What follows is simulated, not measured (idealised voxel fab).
Process module in this document: voxel air gaps
Square cell edge 5 nm, section width 210 nm, ID cut.
In what follows, cross-sections appear as grids of square cells, described through bands that run from the top down, where every band is one or more rows of cells.
Read a band's entry like this: the first values are the height of its top and the height of its bottom in nm, and what follows is the sequence of materials from left to right, each with its width in nm. Note that "air" is empty space, and that a single material marked "everywhere" reaches across the band from edge to edge.
Beneath 0, the wafer as received is one material, and that level is where height counting begins. The lowest band goes on downward without a bottom; it is written like "top 0, no bottom".
Think of "30..40" as a width that walks from the first number to the second as you go down the band, top row to bottom row, taking equal-sized steps from row to row.
You'll sometimes find "nothing changed" written for a step, and that's the way of saying that nowhere in the cross-section did a cell change during that step.
Basically, "Cavities, sealed" tells you about the enclosed voids: empty spaces with no open way to the top, 8 cells or bigger, each written width x height at distance, where distance is from the left edge, all in nm.
On each step's line, the part that comes after the settings is the simulator's own comment on the step.
What "overlay nm" on a step's line means: if the step has a mask, that mask lay this far to the right of its planned place, or, when the value is negative, to the left.
The following list gives the planned process steps:
1) RECEIVE, material Si
2) CONFORMAL_DEP, material SiO2, thk nm 15
3) CONFORMAL_DEP, material SiCN, thk nm 5
4) DIRECTIONAL_DEP, material SiO2, thk nm 40
5) DIRECTIONAL_DEP, material aC, thk nm 15
6) PATTERN, tone open, mask id LINES, material resist, width nm 20, pitch nm 50, thk nm 35, overlay nm 0
7) DIRECTIONAL_ETCH, etch materials aC, depth nm 15
8) STRIP, etch materials resist
9) DIRECTIONAL_ETCH, etch materials SiO2, depth nm 40
10) STRIP, etch materials aC
11) CONFORMAL_DEP, material TiN, thk nm 5
12) FILL_DEP, material Ru, thk nm 10
13) CMP, height nm 60
14) EPI, material Ru, thk nm 10
15) SELECTIVE_ETCH, etch materials SiO2, depth nm 50
16) CONFORMAL_DEP, material SiCN, thk nm 5
The first of two wafers, run as planned:
Shown in cross-section is the wafer as received, that is, as it stands after step 1:
    top 0, no bottom | Si everywhere
    Cavities, sealed: none
Sectional view: wafer, after step 2:
    top 15, bottom 0 | SiO2 everywhere
    For the remainder of the cross-section, below 0, there is no change.
Sectional view: wafer, after step 3:
    top 20, bottom 15 | SiCN everywhere
    For the remainder of the cross-section, below 15, there is no change.
Sectional view: wafer, after step 4:
    top 60, bottom 20 | SiO2 everywhere
    For the remainder of the cross-section, below 20, there is no change.
Sectional view: wafer, after step 5:
    top 75, bottom 60 | aC everywhere
    For the remainder of the cross-section, below 60, there is no change.
Sectional view: wafer, after step 6:
    top 110, bottom 75 | resist 20; air 20; resist 30; air 20; resist 30; air 20; resist 30; air 20; resist 20
    For the remainder of the cross-section, below 75, there is no change.
Sectional view: wafer, after step 7:
    top 95, bottom 75 | resist 20; air 20; resist 30; air 20; resist 30; air 20; resist 30; air 20; resist 20
    top 75, bottom 60 | aC 20; air 20; aC 30; air 20; aC 30; air 20; aC 30; air 20; aC 20
    For the remainder of the cross-section, below 60, there is no change.
Sectional view: wafer, after step 8:
    top 75, bottom 60 | aC 20; air 20; aC 30; air 20; aC 30; air 20; aC 30; air 20; aC 20
    For the remainder of the cross-section, below 60, there is no change.
Sectional view: wafer, after step 9:
    top 75, bottom 60 | aC 20; air 20; aC 30; air 20; aC 30; air 20; aC 30; air 20; aC 20
    top 60, bottom 20 | SiO2 20; air 20; SiO2 30; air 20; SiO2 30; air 20; SiO2 30; air 20; SiO2 20
    For the remainder of the cross-section, below 20, there is no change.
Sectional view: wafer, after step 10:
    top 60, bottom 20 | SiO2 20; air 20; SiO2 30; air 20; SiO2 30; air 20; SiO2 30; air 20; SiO2 20
    For the remainder of the cross-section, below 20, there is no change.
Sectional view: wafer, after step 11:
    top 65, bottom 60 | TiN 25; air 10; TiN 40; air 10; TiN 40; air 10; TiN 40; air 10; TiN 25
    top 60, bottom 25 | SiO2 20; TiN 5; air 10; TiN 5; SiO2 30; TiN 5; air 10; TiN 5; SiO2 30; TiN 5; air 10; TiN 5; SiO2 30; TiN 5; air 10; TiN 5; SiO2 20
    top 25, bottom 20 | SiO2 20; TiN 20; SiO2 30; TiN 20; SiO2 30; TiN 20; SiO2 30; TiN 20; SiO2 20
    For the remainder of the cross-section, below 20, there is no change.
Sectional view: wafer, after step 12:
    top 75, bottom 65 | Ru everywhere
    top 65, bottom 60 | TiN 25; Ru 10; TiN 40; Ru 10; TiN 40; Ru 10; TiN 40; Ru 10; TiN 25
    top 60, bottom 25 | SiO2 20; TiN 5; Ru 10; TiN 5; SiO2 30; TiN 5; Ru 10; TiN 5; SiO2 30; TiN 5; Ru 10; TiN 5; SiO2 30; TiN 5; Ru 10; TiN 5; SiO2 20
    For the remainder of the cross-section, below 25, there is no change.
Sectional view: wafer, after step 13:
    top 60, bottom 25 | SiO2 20; TiN 5; Ru 10; TiN 5; SiO2 30; TiN 5; Ru 10; TiN 5; SiO2 30; TiN 5; Ru 10; TiN 5; SiO2 30; TiN 5; Ru 10; TiN 5; SiO2 20
    For the remainder of the cross-section, below 25, there is no change.
Sectional view: wafer, after step 14:
    top 70, bottom 60 | air 10; Ru 40; air 10; Ru 40; air 10; Ru 40; air 10; Ru 40; air 10
    For the remainder of the cross-section, below 60, there is no change.
Sectional view: wafer, after step 15:
    top 70, bottom 60 | air 10; Ru 40; air 10; Ru 40; air 10; Ru 40; air 10; Ru 40; air 10
    top 60, bottom 25 | air 20; TiN 5; Ru 10; TiN 5; air 30; TiN 5; Ru 10; TiN 5; air 30; TiN 5; Ru 10; TiN 5; air 30; TiN 5; Ru 10; TiN 5; air 20
    top 25, bottom 20 | air 20; TiN 20; air 30; TiN 20; air 30; TiN 20; air 30; TiN 20; air 20
    For the remainder of the cross-section, below 20, there is no change.
Sectional view: wafer, after step 16:
    top 75, bottom 70 | air 5; SiCN 200; air 5
    top 70, bottom 60 | air 5; SiCN 5; Ru 40; SiCN 10; Ru 40; SiCN 10; Ru 40; SiCN 10; Ru 40; SiCN 5; air 5
    top 60, bottom 55 | air 5; SiCN 15; TiN 5; Ru 10; TiN 5; SiCN 30; TiN 5; Ru 10; TiN 5; SiCN 30; TiN 5; Ru 10; TiN 5; SiCN 30; TiN 5; Ru 10; TiN 5; SiCN 15; air 5
    top 55, bottom 25 | air 15; SiCN 5; TiN 5; Ru 10; TiN 5; SiCN 5; air 20; SiCN 5; TiN 5; Ru 10; TiN 5; SiCN 5; air 20; SiCN 5; TiN 5; Ru 10; TiN 5; SiCN 5; air 20; SiCN 5; TiN 5; Ru 10; TiN 5; SiCN 5; air 15
    top 25, bottom 20 | SiCN 20; TiN 20; SiCN 30; TiN 20; SiCN 30; TiN 20; SiCN 30; TiN 20; SiCN 20
    For the remainder of the cross-section, below 20, there is no change.
    Cavities, sealed: 20 x 30 at 45; 20 x 30 at 95; 20 x 30 at 145
Wafer two of two - same starting point, same process plan, one mistake in execution; matches wafer one up to and including step 5:
Cross-section: second wafer, time at which step 6 was scheduled to end:
    top 110, bottom 75 | air 20; resist 20; air 30; resist 20; air 30; resist 20; air 30; resist 20; air 20
    For the remainder of the cross-section, below 75, there is no change.
Cross-section: second wafer, time at which step 7 was scheduled to end:
    top 95, bottom 75 | air 20; resist 20; air 30; resist 20; air 30; resist 20; air 30; resist 20; air 20
    top 75, bottom 60 | air 20; aC 20; air 30; aC 20; air 30; aC 20; air 30; aC 20; air 20
    For the remainder of the cross-section, below 60, there is no change.
Cross-section: second wafer, time at which step 8 was scheduled to end:
    top 75, bottom 60 | air 20; aC 20; air 30; aC 20; air 30; aC 20; air 30; aC 20; air 20
    For the remainder of the cross-section, below 60, there is no change.
Cross-section: second wafer, time at which step 9 was scheduled to end:
    top 75, bottom 60 | air 20; aC 20; air 30; aC 20; air 30; aC 20; air 30; aC 20; air 20
    top 60, bottom 20 | air 20; SiO2 20; air 30; SiO2 20; air 30; SiO2 20; air 30; SiO2 20; air 20
    For the remainder of the cross-section, below 20, there is no change.
Cross-section: second wafer, time at which step 10 was scheduled to end:
    top 60, bottom 20 | air 20; SiO2 20; air 30; SiO2 20; air 30; SiO2 20; air 30; SiO2 20; air 20
    For the remainder of the cross-section, below 20, there is no change.
Cross-section: second wafer, time at which step 11 was scheduled to end:
    top 65, bottom 60 | air 15; TiN 30; air 20; TiN 30; air 20; TiN 30; air 20; TiN 30; air 15
    top 60, bottom 25 | air 15; TiN 5; SiO2 20; TiN 5; air 20; TiN 5; SiO2 20; TiN 5; air 20; TiN 5; SiO2 20; TiN 5; air 20; TiN 5; SiO2 20; TiN 5; air 15
    top 25, bottom 20 | TiN 20; SiO2 20; TiN 30; SiO2 20; TiN 30; SiO2 20; TiN 30; SiO2 20; TiN 20
    For the remainder of the cross-section, below 20, there is no change.
Cross-section: second wafer, time at which step 12 was scheduled to end:
    top 75, bottom 65 | Ru everywhere
    top 65, bottom 60 | Ru 15; TiN 30; Ru 20; TiN 30; Ru 20; TiN 30; Ru 20; TiN 30; Ru 15
    top 60, bottom 25 | Ru 15; TiN 5; SiO2 20; TiN 5; Ru 20; TiN 5; SiO2 20; TiN 5; Ru 20; TiN 5; SiO2 20; TiN 5; Ru 20; TiN 5; SiO2 20; TiN 5; Ru 15
    For the remainder of the cross-section, below 25, there is no change.
Cross-section: second wafer, time at which step 13 was scheduled to end:
    top 60, bottom 25 | Ru 15; TiN 5; SiO2 20; TiN 5; Ru 20; TiN 5; SiO2 20; TiN 5; Ru 20; TiN 5; SiO2 20; TiN 5; Ru 20; TiN 5; SiO2 20; TiN 5; Ru 15
    For the remainder of the cross-section, below 25, there is no change.
Cross-section: second wafer, time at which step 14 was scheduled to end:
    top 70, bottom 60 | Ru everywhere
    For the remainder of the cross-section, below 60, there is no change.
Cross-section: second wafer, time at which step 15 was scheduled to end: nothing changed
Cross-section: second wafer, time at which step 16 was scheduled to end:
    top 75, bottom 70 | SiCN everywhere
    For the remainder of the cross-section, below 70, there is no change.
The mistake made against the process plan was this: it should be noted that step 6 was executed with settings other than those planned, the operation and settings actually applied being PATTERN, tone cover, mask id LINES, material resist, width nm 20, pitch nm 50, thk nm 35, overlay nm 0
at the end the second wafer has, in cells: +90 Ru | -112 SiCN | +128 SiO2 | +10 TiN
So at the end we're looking at 3 closed voids on the first wafer and 0 on the second.
